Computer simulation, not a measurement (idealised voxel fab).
The document below concerns the process module designated voxel transistor to metal.
Square cell edge 5 nm, section width 215 nm, ID cut.
Cross-section spec: square-cell grid; bands listed top down; each band is one or more rows. Each band's line starts with the height of the band's top and of its bottom, in nm. Then come its materials from left to right, each with its width in nm. One material with "everywhere" fills the band from edge to edge. "empty" is empty space. Height reference: 0 = level under which incoming wafer is all one material. Lowest band: no bottom, runs on downward, e.g. "z 0 and below". Quick explanation for "30..40": the width changes in equal steps down the rows of cells, from the first number in the band's top row to the second number in its bottom row. "no alterations made" for a step: no cell of the cross-section changed in that step. Listed in "Fully closed voids": every empty space of 8 or more cells without an open way to the top. Form: width x height at distance, the distance being from the left edge, all in nm. Text after the settings on a step's line: the simulator's own remark on that step. "overlay nm" on a masked step: distance the mask lay right of its planned place, negative for left.
[The steps planned for the process are as follows]
| 1 | op RECEIVE | material Si |
| 2 | op CONFORMAL_DEP | material SiO2 | thk nm 5 |
| 3 | op CONFORMAL_DEP | material SiN | thk nm 15 |
| 4 | op PATTERN | tone cover | mask id ACTIVE | material resist | width nm 95 | thk nm 20 | overlay nm 0 |
| 5 | op DIRECTIONAL_ETCH | etch materials SiN | depth nm 15 |
| 6 | op DIRECTIONAL_ETCH | etch materials SiO2 | depth nm 5 |
| 7 | op DIRECTIONAL_ETCH | etch materials Si | depth nm 30 |
| 8 | op STRIP | etch materials resist |
| 9 | op FILL_DEP | material SiO2 | thk nm 10 |
| 10 | op CMP | height nm 20 |
| 11 | op SELECTIVE_ETCH | etch materials SiO2 | depth nm 10 |
| 12 | op STRIP | etch materials SiN |
| 13 | op SELECTIVE_ETCH | etch materials SiO2 | depth nm 5 |
| 14 | op OXIDIZE | depth nm 5 |
| 15 | op DIRECTIONAL_DEP | material polySi | thk nm 20 |
| 16 | op DIRECTIONAL_DEP | material SiCN | thk nm 10 |
| 17 | op DIRECTIONAL_DEP | material aC | thk nm 15 |
| 18 | op PATTERN | tone cover | mask id GATE | material resist | width nm 25 | thk nm 35 | overlay nm 0 |
| 19 | op DIRECTIONAL_ETCH | etch materials aC | depth nm 15 |
| 20 | op STRIP | etch materials resist |
| 21 | op DIRECTIONAL_ETCH | etch materials SiCN | depth nm 20 |
| 22 | op DIRECTIONAL_ETCH | etch materials polySi | depth nm 30 |
| 23 | op STRIP | etch materials aC |
| 24 | op CONFORMAL_DEP | material SiN | thk nm 5 |
| 25 | op DIRECTIONAL_ETCH | etch materials SiN | depth nm 5 |
| 26 | op DIRECTIONAL_ETCH | etch materials SiO2 | depth nm 5 |
| 27 | op EPI | material nSi | thk nm 5 |
| 28 | op FILL_DEP | material SiO2 | thk nm 10 |
| 29 | op CMP | height nm 30 |
| 30 | op DIRECTIONAL_DEP | material SiO2 | thk nm 10 |
| 31 | op MASKED_ETCH | tone open | mask id CONTACT | width nm 15 | pitch nm 70 | etch materials SiO2 | depth nm 40 | overlay nm 0 |
| 32 | op CONFORMAL_DEP | material TiN | thk nm 5 |
| 33 | op FILL_DEP | material Ru | thk nm 5 |
| 34 | op CMP | height nm 40 |
| 35 | op DIRECTIONAL_DEP | material TiN | thk nm 5 |
| 36 | op DIRECTIONAL_DEP | material W | thk nm 20 |
| 37 | op MASKED_ETCH | tone cover | mask id METAL_1 | width nm 15 | pitch nm 70 | etch materials W | depth nm 20 | overlay nm 0 |
| 38 | op MASKED_ETCH | tone cover | mask id METAL_1 | width nm 15 | pitch nm 70 | etch materials TiN | depth nm 5 | overlay nm 0 |
| 39 | op FILL_DEP | material SiO2 | thk nm 5 |
| 40 | op CMP | height nm 65 |
| 41 | op CONFORMAL_DEP | material SiN | thk nm 5 |
[Run as planned: first of two wafers]
[As received (post step 1): cross-section]
  z 0 and below: Si everywhere
  Fully closed voids: none
[Step 2 done - wafer cross-section]
  z 5 to 0: SiO2 everywhere
  For the remainder of the cross-section, below 0, there is no change.
[Step 3 done - wafer cross-section]
  z 20 to 5: SiN everywhere
  For the remainder of the cross-section, below 5, there is no change.
[Step 4 done - wafer cross-section]
  z 40 to 20: empty=60, resist=95, empty=60
  For the remainder of the cross-section, below 20, there is no change.
[Step 5 done - wafer cross-section]
  z 40 to 20: empty=60, resist=95, empty=60
  z 20 to 5: empty=60, SiN=95, empty=60
  For the remainder of the cross-section, below 5, there is no change.
[Step 6 done - wafer cross-section]
  z 40 to 20: empty=60, resist=95, empty=60
  z 20 to 5: empty=60, SiN=95, empty=60
  z 5 to 0: empty=60, SiO2=95, empty=60
  For the remainder of the cross-section, below 0, there is no change.
[Step 7 done - wafer cross-section]
  z 40 to 20: empty=60, resist=95, empty=60
  z 20 to 5: empty=60, SiN=95, empty=60
  z 5 to 0: empty=60, SiO2=95, empty=60
  z 0 to -30: empty=60, Si=95, empty=60
  For the remainder of the cross-section, below -30, there is no change.
[Step 8 done - wafer cross-section]
  z 20 to 5: empty=60, SiN=95, empty=60
  For the remainder of the cross-section, below 5, there is no change.
[Step 9 done - wafer cross-section]
  z 30 to 20: SiO2 everywhere
  z 20 to 5: SiO2=60, SiN=95, SiO2=60
  z 5 to 0: SiO2 everywhere
  z 0 to -30: SiO2=60, Si=95, SiO2=60
  For the remainder of the cross-section, below -30, there is no change.
[Step 10 done - wafer cross-section]
  z 20 to 5: SiO2=60, SiN=95, SiO2=60
  For the remainder of the cross-section, below 5, there is no change.
[Step 11 done - wafer cross-section]
  z 20 to 10: empty=60, SiN=95, empty=60
  For the remainder of the cross-section, below 10, there is no change.
[Step 12 done - wafer cross-section]
  z 10 to 5: SiO2=60, empty=95, SiO2=60
  For the remainder of the cross-section, below 5, there is no change.
[Step 13 done - wafer cross-section]
  z 5 to 0: SiO2=55, empty=105, SiO2=55
  For the remainder of the cross-section, below 0, there is no change.
[Step 14 done - wafer cross-section]
  z 5 to 0: SiO2=55, empty=105, SiO2=55
  z 0 to -5: SiO2 everywhere
  For the remainder of the cross-section, below -5, there is no change.
[Step 15 done - wafer cross-section]
  z 25 to 20: polySi=55, empty=105, polySi=55
  z 20 to 5: polySi everywhere
  z 5 to 0: SiO2=55, polySi=105, SiO2=55
  For the remainder of the cross-section, below 0, there is no change.
[Step 16 done - wafer cross-section]
  z 35 to 30: SiCN=55, empty=105, SiCN=55
  z 30 to 25: SiCN everywhere
  z 25 to 20: polySi=55, SiCN=105, polySi=55
  For the remainder of the cross-section, below 20, there is no change.
[Step 17 done - wafer cross-section]
  z 50 to 45: aC=55, empty=105, aC=55
  z 45 to 35: aC everywhere
  z 35 to 30: SiCN=55, aC=105, SiCN=55
  For the remainder of the cross-section, below 30, there is no change.
[Step 18 done - wafer cross-section]
  z 85 to 50: empty=95, resist=25, empty=95
  z 50 to 45: aC=55, empty=40, resist=25, empty=40, aC=55
  For the remainder of the cross-section, below 45, there is no change.
[Step 19 done - wafer cross-section]
  z 70 to 45: empty=95, resist=25, empty=95
  z 45 to 35: empty=95, aC=25, empty=95
  z 35 to 30: SiCN=55, empty=40, aC=25, empty=40, SiCN=55
  For the remainder of the cross-section, below 30, there is no change.
[Step 20 done - wafer cross-section]
  z 45 to 35: empty=95, aC=25, empty=95
  For the remainder of the cross-section, below 35, there is no change.
[Step 21 done - wafer cross-section]
  z 45 to 30: empty=95, aC=25, empty=95
  z 30 to 25: empty=95, SiCN=25, empty=95
  z 25 to 20: polySi=55, empty=40, SiCN=25, empty=40, polySi=55
  For the remainder of the cross-section, below 20, there is no change.
[Step 22 done - wafer cross-section]
  z 45 to 30: empty=95, aC=25, empty=95
  z 30 to 20: empty=95, SiCN=25, empty=95
  z 20 to 5: empty=95, polySi=25, empty=95
  z 5 to 0: SiO2=55, empty=40, polySi=25, empty=40, SiO2=55
  For the remainder of the cross-section, below 0, there is no change.
[Step 23 done - wafer cross-section]
  z 30 to 20: empty=95, SiCN=25, empty=95
  For the remainder of the cross-section, below 20, there is no change.
[Step 24 done - wafer cross-section]
  z 35 to 30: empty=90, SiN=35, empty=90
  z 30 to 20: empty=90, SiN=5, SiCN=25, SiN=5, empty=90
  z 20 to 10: empty=90, SiN=5, polySi=25, SiN=5, empty=90
  z 10 to 5: SiN=60, empty=30, SiN=5, polySi=25, SiN=5, empty=30, SiN=60
  z 5 to 0: SiO2=55, SiN=40, polySi=25, SiN=40, SiO2=55
  For the remainder of the cross-section, below 0, there is no change.
[Step 25 done - wafer cross-section]
  z 30 to 20: empty=90, SiN=5, SiCN=25, SiN=5, empty=90
  z 20 to 5: empty=90, SiN=5, polySi=25, SiN=5, empty=90
  z 5 to 0: SiO2=55, SiN=5, empty=30, SiN=5, polySi=25, SiN=5, empty=30, SiN=5, SiO2=55
  For the remainder of the cross-section, below 0, there is no change.
[Step 26 done - wafer cross-section]
  z 30 to 20: empty=90, SiN=5, SiCN=25, SiN=5, empty=90
  z 20 to 5: empty=90, SiN=5, polySi=25, SiN=5, empty=90
  z 5 to 0: empty=55, SiN=5, empty=30, SiN=5, polySi=25, SiN=5, empty=30, SiN=5, empty=55
  z 0 to -5: SiO2=60, empty=30, SiO2=35, empty=30, SiO2=60
  For the remainder of the cross-section, below -5, there is no change.
[Step 27 done - wafer cross-section]
  z 30 to 20: empty=90, SiN=5, SiCN=25, SiN=5, empty=90
  z 20 to 5: empty=90, SiN=5, polySi=25, SiN=5, empty=90
  z 5 to 0: empty=55, SiN=5, empty=30, SiN=5, polySi=25, SiN=5, empty=30, SiN=5, empty=55
  z 0 to -5: SiO2=60, nSi=30, SiO2=35, nSi=30, SiO2=60
  For the remainder of the cross-section, below -5, there is no change.
[Step 28 done - wafer cross-section]
  z 40 to 30: SiO2 everywhere
  z 30 to 20: SiO2=90, SiN=5, SiCN=25, SiN=5, SiO2=90
  z 20 to 5: SiO2=90, SiN=5, polySi=25, SiN=5, SiO2=90
  z 5 to 0: SiO2=55, SiN=5, SiO2=30, SiN=5, polySi=25, SiN=5, SiO2=30, SiN=5, SiO2=55
  For the remainder of the cross-section, below 0, there is no change.
[Step 29 done - wafer cross-section]
  z 30 to 20: SiO2=90, SiN=5, SiCN=25, SiN=5, SiO2=90
  For the remainder of the cross-section, below 20, there is no change.
[Step 30 done - wafer cross-section]
  z 40 to 30: SiO2 everywhere
  For the remainder of the cross-section, below 30, there is no change.
[Step 31 done - wafer cross-section]
  z 40 to 30: SiO2=65, empty=15, SiO2=55, empty=15, SiO2=65
  z 30 to 20: SiO2=65, empty=15, SiO2=10, SiN=5, SiCN=25, SiN=5, SiO2=10, empty=15, SiO2=65
  z 20 to 5: SiO2=65, empty=15, SiO2=10, SiN=5, polySi=25, SiN=5, SiO2=10, empty=15, SiO2=65
  z 5 to 0: SiO2=55, SiN=5, SiO2=5, empty=15, SiO2=10, SiN=5, polySi=25, SiN=5, SiO2=10, empty=15, SiO2=5, SiN=5, SiO2=55
  For the remainder of the cross-section, below 0, there is no change.
[Step 32 done - wafer cross-section]
  z 45 to 40: TiN=70, empty=5, TiN=65, empty=5, TiN=70
  z 40 to 30: SiO2=65, TiN=5, empty=5, TiN=5, SiO2=55, TiN=5, empty=5, TiN=5, SiO2=65
  z 30 to 20: SiO2=65, TiN=5, empty=5, TiN=5, SiO2=10, SiN=5, SiCN=25, SiN=5, SiO2=10, TiN=5, empty=5, TiN=5, SiO2=65
  z 20 to 5: SiO2=65, TiN=5, empty=5, TiN=5, SiO2=10, SiN=5, polySi=25, SiN=5, SiO2=10, TiN=5, empty=5, TiN=5, SiO2=65
  z 5 to 0: SiO2=55, SiN=5, SiO2=5, TiN=15, SiO2=10, SiN=5, polySi=25, SiN=5, SiO2=10, TiN=15, SiO2=5, SiN=5, SiO2=55
  For the remainder of the cross-section, below 0, there is no change.
[Step 33 done - wafer cross-section]
  z 50 to 45: Ru everywhere
  z 45 to 40: TiN=70, Ru=5, TiN=65, Ru=5, TiN=70
  z 40 to 30: SiO2=65, TiN=5, Ru=5, TiN=5, SiO2=55, TiN=5, Ru=5, TiN=5, SiO2=65
  z 30 to 20: SiO2=65, TiN=5, Ru=5, TiN=5, SiO2=10, SiN=5, SiCN=25, SiN=5, SiO2=10, TiN=5, Ru=5, TiN=5, SiO2=65
  z 20 to 5: SiO2=65, TiN=5, Ru=5, TiN=5, SiO2=10, SiN=5, polySi=25, SiN=5, SiO2=10, TiN=5, Ru=5, TiN=5, SiO2=65
  For the remainder of the cross-section, below 5, there is no change.
[Step 34 done - wafer cross-section]
  z 40 to 30: SiO2=65, TiN=5, Ru=5, TiN=5, SiO2=55, TiN=5, Ru=5, TiN=5, SiO2=65
  For the remainder of the cross-section, below 30, there is no change.
[Step 35 done - wafer cross-section]
  z 45 to 40: TiN everywhere
  For the remainder of the cross-section, below 40, there is no change.
[Step 36 done - wafer cross-section]
  z 65 to 45: W everywhere
  For the remainder of the cross-section, below 45, there is no change.
[Step 37 done - wafer cross-section]
  z 65 to 45: empty=65, W=15, empty=55, W=15, empty=65
  For the remainder of the cross-section, below 45, there is no change.
[Step 38 done - wafer cross-section]
  z 65 to 45: empty=65, W=15, empty=55, W=15, empty=65
  z 45 to 40: empty=65, TiN=15, empty=55, TiN=15, empty=65
  For the remainder of the cross-section, below 40, there is no change.
[Step 39 done - wafer cross-section]
  z 70 to 65: SiO2 everywhere
  z 65 to 45: SiO2=65, W=15, SiO2=55, W=15, SiO2=65
  z 45 to 40: SiO2=65, TiN=15, SiO2=55, TiN=15, SiO2=65
  For the remainder of the cross-section, below 40, there is no change.
[Step 40 done - wafer cross-section]
  z 65 to 45: SiO2=65, W=15, SiO2=55, W=15, SiO2=65
  For the remainder of the cross-section, below 45, there is no change.
[Step 41 done - wafer cross-section]
  z 70 to 65: SiN everywhere
  For the remainder of the cross-section, below 65, there is no change.
[Second wafer. Start and plan as for the first. One mistake made in running. Agrees with the first up to and including step 1]
Here is the second wafer in cross-section at the point where step 2 of the plan should have been done: no alterations made
[Here is the second wafer in cross-section at the point where step 3 of the plan should have been done]
  z 15 to 0: SiN everywhere
  For the remainder of the cross-section, below 0, there is no change.
[Here is the second wafer in cross-section at the point where step 4 of the plan should have been done]
  z 35 to 15: empty=60, resist=95, empty=60
  For the remainder of the cross-section, below 15, there is no change.
[Here is the second wafer in cross-section at the point where step 5 of the plan should have been done]
  z 35 to 15: empty=60, resist=95, empty=60
  z 15 to 0: empty=60, SiN=95, empty=60
  For the remainder of the cross-section, below 0, there is no change.
Here is the second wafer in cross-section at the point where step 6 of the plan should have been done: no alterations made
[Here is the second wafer in cross-section at the point where step 7 of the plan should have been done]
  z 35 to 15: empty=60, resist=95, empty=60
  z 15 to 0: empty=60, SiN=95, empty=60
  z 0 to -30: empty=60, Si=95, empty=60
  For the remainder of the cross-section, below -30, there is no change.
[Here is the second wafer in cross-section at the point where step 8 of the plan should have been done]
  z 15 to 0: empty=60, SiN=95, empty=60
  For the remainder of the cross-section, below 0, there is no change.
[Here is the second wafer in cross-section at the point where step 9 of the plan should have been done]
  z 25 to 15: SiO2 everywhere
  z 15 to 0: SiO2=60, SiN=95, SiO2=60
  z 0 to -30: SiO2=60, Si=95, SiO2=60
  For the remainder of the cross-section, below -30, there is no change.
[Here is the second wafer in cross-section at the point where step 10 of the plan should have been done]
  z 20 to 15: SiO2 everywhere
  For the remainder of the cross-section, below 15, there is no change.
[Here is the second wafer in cross-section at the point where step 11 of the plan should have been done]
  z 15 to 10: empty=60, SiN=95, empty=60
  For the remainder of the cross-section, below 10, there is no change.
[Here is the second wafer in cross-section at the point where step 12 of the plan should have been done]
  z 10 to 0: SiO2=60, empty=95, SiO2=60
  For the remainder of the cross-section, below 0, there is no change.
[Here is the second wafer in cross-section at the point where step 13 of the plan should have been done]
  z 5 to 0: SiO2=55, empty=105, SiO2=55
  z 0 to -5: SiO2=55, empty=5, Si=95, empty=5, SiO2=55
  For the remainder of the cross-section, below -5, there is no change.
[Here is the second wafer in cross-section at the point where step 14 of the plan should have been done]
  z 5 to 0: SiO2=55, empty=105, SiO2=55
  z 0 to -5: SiO2=55, empty=5, SiO2=95, empty=5, SiO2=55
  z -5 to -10: SiO2=65, Si=85, SiO2=65
  For the remainder of the cross-section, below -10, there is no change.
[Here is the second wafer in cross-section at the point where step 15 of the plan should have been done]
  z 25 to 20: polySi=55, empty=105, polySi=55
  z 20 to 15: polySi=55, empty=5, polySi=95, empty=5, polySi=55
  z 15 to 5: polySi everywhere
  z 5 to 0: SiO2=55, polySi=105, SiO2=55
  z 0 to -5: SiO2=55, polySi=5, SiO2=95, polySi=5, SiO2=55
  For the remainder of the cross-section, below -5, there is no change.
[Here is the second wafer in cross-section at the point where step 16 of the plan should have been done]
  z 35 to 30: SiCN=55, empty=105, SiCN=55
  z 30 to 25: SiCN=55, empty=5, SiCN=95, empty=5, SiCN=55
  z 25 to 20: polySi=55, SiCN=105, polySi=55
  z 20 to 15: polySi=55, SiCN=5, polySi=95, SiCN=5, polySi=55
  For the remainder of the cross-section, below 15, there is no change.
[Here is the second wafer in cross-section at the point where step 17 of the plan should have been done]
  z 50 to 45: aC=55, empty=105, aC=55
  z 45 to 40: aC=55, empty=5, aC=95, empty=5, aC=55
  z 40 to 35: aC everywhere
  z 35 to 30: SiCN=55, aC=105, SiCN=55
  z 30 to 25: SiCN=55, aC=5, SiCN=95, aC=5, SiCN=55
  For the remainder of the cross-section, below 25, there is no change.
[Here is the second wafer in cross-section at the point where step 18 of the plan should have been done]
  z 85 to 50: empty=95, resist=25, empty=95
  z 50 to 45: aC=55, empty=40, resist=25, empty=40, aC=55
  For the remainder of the cross-section, below 45, there is no change.
[Here is the second wafer in cross-section at the point where step 19 of the plan should have been done]
  z 70 to 45: empty=95, resist=25, empty=95
  z 45 to 35: empty=95, aC=25, empty=95
  z 35 to 30: SiCN=55, empty=40, aC=25, empty=40, SiCN=55
  z 30 to 25: SiCN=55, empty=5, SiCN=95, empty=5, SiCN=55
  For the remainder of the cross-section, below 25, there is no change.
[Here is the second wafer in cross-section at the point where step 20 of the plan should have been done]
  z 45 to 35: empty=95, aC=25, empty=95
  For the remainder of the cross-section, below 35, there is no change.
[Here is the second wafer in cross-section at the point where step 21 of the plan should have been done]
  z 45 to 30: empty=95, aC=25, empty=95
  z 30 to 25: empty=95, SiCN=25, empty=95
  z 25 to 20: polySi=55, empty=40, SiCN=25, empty=40, polySi=55
  z 20 to 15: polySi=55, empty=5, polySi=95, empty=5, polySi=55
  For the remainder of the cross-section, below 15, there is no change.
[Here is the second wafer in cross-section at the point where step 22 of the plan should have been done]
  z 45 to 30: empty=95, aC=25, empty=95
  z 30 to 20: empty=95, SiCN=25, empty=95
  z 20 to 5: empty=95, polySi=25, empty=95
  z 5 to 0: SiO2=55, empty=40, polySi=25, empty=40, SiO2=55
  z 0 to -5: SiO2=55, empty=5, SiO2=95, empty=5, SiO2=55
  For the remainder of the cross-section, below -5, there is no change.
[Here is the second wafer in cross-section at the point where step 23 of the plan should have been done]
  z 30 to 20: empty=95, SiCN=25, empty=95
  For the remainder of the cross-section, below 20, there is no change.
[Here is the second wafer in cross-section at the point where step 24 of the plan should have been done]
  z 35 to 30: empty=90, SiN=35, empty=90
  z 30 to 20: empty=90, SiN=5, SiCN=25, SiN=5, empty=90
  z 20 to 10: empty=90, SiN=5, polySi=25, SiN=5, empty=90
  z 10 to 5: SiN=60, empty=30, SiN=5, polySi=25, SiN=5, empty=30, SiN=60
  z 5 to 0: SiO2=55, SiN=40, polySi=25, SiN=40, SiO2=55
  z 0 to -5: SiO2=55, SiN=5, SiO2=95, SiN=5, SiO2=55
  For the remainder of the cross-section, below -5, there is no change.
[Here is the second wafer in cross-section at the point where step 25 of the plan should have been done]
  z 30 to 20: empty=90, SiN=5, SiCN=25, SiN=5, empty=90
  z 20 to 5: empty=90, SiN=5, polySi=25, SiN=5, empty=90
  z 5 to 0: SiO2=55, SiN=5, empty=30, SiN=5, polySi=25, SiN=5, empty=30, SiN=5, SiO2=55
  For the remainder of the cross-section, below 0, there is no change.
[Here is the second wafer in cross-section at the point where step 26 of the plan should have been done]
  z 30 to 20: empty=90, SiN=5, SiCN=25, SiN=5, empty=90
  z 20 to 5: empty=90, SiN=5, polySi=25, SiN=5, empty=90
  z 5 to 0: empty=55, SiN=5, empty=30, SiN=5, polySi=25, SiN=5, empty=30, SiN=5, empty=55
  z 0 to -5: SiO2=55, SiN=5, empty=30, SiO2=35, empty=30, SiN=5, SiO2=55
  For the remainder of the cross-section, below -5, there is no change.
[Here is the second wafer in cross-section at the point where step 27 of the plan should have been done]
  z 30 to 20: empty=90, SiN=5, SiCN=25, SiN=5, empty=90
  z 20 to 5: empty=90, SiN=5, polySi=25, SiN=5, empty=90
  z 5 to 0: empty=55, SiN=5, empty=30, SiN=5, polySi=25, SiN=5, empty=30, SiN=5, empty=55
  z 0 to -5: SiO2=55, SiN=5, nSi=30, SiO2=35, nSi=30, SiN=5, SiO2=55
  For the remainder of the cross-section, below -5, there is no change.
[Here is the second wafer in cross-section at the point where step 28 of the plan should have been done]
  z 40 to 30: SiO2 everywhere
  z 30 to 20: SiO2=90, SiN=5, SiCN=25, SiN=5, SiO2=90
  z 20 to 5: SiO2=90, SiN=5, polySi=25, SiN=5, SiO2=90
  z 5 to 0: SiO2=55, SiN=5, SiO2=30, SiN=5, polySi=25, SiN=5, SiO2=30, SiN=5, SiO2=55
  For the remainder of the cross-section, below 0, there is no change.
[Here is the second wafer in cross-section at the point where step 29 of the plan should have been done]
  z 30 to 20: SiO2=90, SiN=5, SiCN=25, SiN=5, SiO2=90
  For the remainder of the cross-section, below 20, there is no change.
[Here is the second wafer in cross-section at the point where step 30 of the plan should have been done]
  z 40 to 30: SiO2 everywhere
  For the remainder of the cross-section, below 30, there is no change.
[Here is the second wafer in cross-section at the point where step 31 of the plan should have been done]
  z 40 to 30: SiO2=65, empty=15, SiO2=55, empty=15, SiO2=65
  z 30 to 20: SiO2=65, empty=15, SiO2=10, SiN=5, SiCN=25, SiN=5, SiO2=10, empty=15, SiO2=65
  z 20 to 5: SiO2=65, empty=15, SiO2=10, SiN=5, polySi=25, SiN=5, SiO2=10, empty=15, SiO2=65
  z 5 to 0: SiO2=55, SiN=5, SiO2=5, empty=15, SiO2=10, SiN=5, polySi=25, SiN=5, SiO2=10, empty=15, SiO2=5, SiN=5, SiO2=55
  For the remainder of the cross-section, below 0, there is no change.
[Here is the second wafer in cross-section at the point where step 32 of the plan should have been done]
  z 45 to 40: TiN=70, empty=5, TiN=65, empty=5, TiN=70
  z 40 to 30: SiO2=65, TiN=5, empty=5, TiN=5, SiO2=55, TiN=5, empty=5, TiN=5, SiO2=65
  z 30 to 20: SiO2=65, TiN=5, empty=5, TiN=5, SiO2=10, SiN=5, SiCN=25, SiN=5, SiO2=10, TiN=5, empty=5, TiN=5, SiO2=65
  z 20 to 5: SiO2=65, TiN=5, empty=5, TiN=5, SiO2=10, SiN=5, polySi=25, SiN=5, SiO2=10, TiN=5, empty=5, TiN=5, SiO2=65
  z 5 to 0: SiO2=55, SiN=5, SiO2=5, TiN=15, SiO2=10, SiN=5, polySi=25, SiN=5, SiO2=10, TiN=15, SiO2=5, SiN=5, SiO2=55
  For the remainder of the cross-section, below 0, there is no change.
[Here is the second wafer in cross-section at the point where step 33 of the plan should have been done]
  z 50 to 45: Ru everywhere
  z 45 to 40: TiN=70, Ru=5, TiN=65, Ru=5, TiN=70
  z 40 to 30: SiO2=65, TiN=5, Ru=5, TiN=5, SiO2=55, TiN=5, Ru=5, TiN=5, SiO2=65
  z 30 to 20: SiO2=65, TiN=5, Ru=5, TiN=5, SiO2=10, SiN=5, SiCN=25, SiN=5, SiO2=10, TiN=5, Ru=5, TiN=5, SiO2=65
  z 20 to 5: SiO2=65, TiN=5, Ru=5, TiN=5, SiO2=10, SiN=5, polySi=25, SiN=5, SiO2=10, TiN=5, Ru=5, TiN=5, SiO2=65
  For the remainder of the cross-section, below 5, there is no change.
[Here is the second wafer in cross-section at the point where step 34 of the plan should have been done]
  z 40 to 30: SiO2=65, TiN=5, Ru=5, TiN=5, SiO2=55, TiN=5, Ru=5, TiN=5, SiO2=65
  For the remainder of the cross-section, below 30, there is no change.
[Here is the second wafer in cross-section at the point where step 35 of the plan should have been done]
  z 45 to 40: TiN everywhere
  For the remainder of the cross-section, below 40, there is no change.
[Here is the second wafer in cross-section at the point where step 36 of the plan should have been done]
  z 65 to 45: W everywhere
  For the remainder of the cross-section, below 45, there is no change.
[Here is the second wafer in cross-section at the point where step 37 of the plan should have been done]
  z 65 to 45: empty=65, W=15, empty=55, W=15, empty=65
  For the remainder of the cross-section, below 45, there is no change.
[Here is the second wafer in cross-section at the point where step 38 of the plan should have been done]
  z 65 to 45: empty=65, W=15, empty=55, W=15, empty=65
  z 45 to 40: empty=65, TiN=15, empty=55, TiN=15, empty=65
  For the remainder of the cross-section, below 40, there is no change.
[Here is the second wafer in cross-section at the point where step 39 of the plan should have been done]
  z 70 to 65: SiO2 everywhere
  z 65 to 45: SiO2=65, W=15, SiO2=55, W=15, SiO2=65
  z 45 to 40: SiO2=65, TiN=15, SiO2=55, TiN=15, SiO2=65
  For the remainder of the cross-section, below 40, there is no change.
[Here is the second wafer in cross-section at the point where step 40 of the plan should have been done]
  z 65 to 45: SiO2=65, W=15, SiO2=55, W=15, SiO2=65
  For the remainder of the cross-section, below 45, there is no change.
[Here is the second wafer in cross-section at the point where step 41 of the plan should have been done]
  z 70 to 65: SiN everywhere
  For the remainder of the cross-section, below 65, there is no change.
Processing error: the plan's step 2 was left out and never carried out
It is noted that, at the conclusion of processing, the second wafer exhibits a higher or lower cell count for certain materials relative to the first: Si: 2 fewer; SiN: 2 more
